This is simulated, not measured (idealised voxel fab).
The process module presented herein is designated voxel local oxidation.
The width of the displayed cross-section, cut, is 235 nm; its cells are square, with a size of 5 nm.
For the purposes of this document, a cross-section shall be understood as a grid of square cells, specified as bands listed in top-to-bottom order, each band consisting of one or more rows of cells.
Per band: top height and bottom height in nm, followed by the left-to-right materials and their widths in nm; "full width" marks a single material spanning edge to edge, "empty" marks empty space.
Heights from 0 (as-received wafer is one material below). Bottom band endless downward, as "top 0, no bottom".
Top row gets the first number, bottom row gets the second, and each row in between changes by the same step: that is how a band width like "30..40" works.
"no modifications" means the step left every cell of the cross-section as it was.
"Sealed void inventory": sealed empty spaces, 8 cells or more, no open way to top, listed width x height at distance, with distance from the left edge and width, height and distance in nm.
That trailing text on a step's line, after the settings, is the simulator's own remark on the step.
overlay nm: mask offset rightward from planned place, masked step; negative means leftward offset.

Listed below are the process steps as planned
| 1 | RECEIVE, material Si |
| 2 | OXIDIZE, depth nm 5 |
| 3 | CONFORMAL_DEP, material SiN, thk nm 15 |
| 4 | MASKED_ETCH, tone cover, mask id ACTIVE, width nm 110, etch materials SiN, depth nm 15, overlay nm 0 |
| 5 | SELECTIVE_ETCH, etch materials SiO2, depth nm 5 |
| 6 | OXIDIZE, depth nm 10 |
| 7 | STRIP, etch materials SiN |

Wafer cross-section on receipt, i.e. after step 1
	top 0, no bottom  Si full width
	Sealed void inventory: none

Final wafer profile in cross-section after the module, from the same start and plan as above, with one mistake made during processing
	top -5, bottom -15  empty: 75, Si: 80, empty: 80
	top -15, no bottom  Si full width
	Sealed void inventory: none
Error vs. plan: it should be noted that step 7 was executed with settings other than those planned, the operation and settings actually applied being STRIP, etch materials SiO2
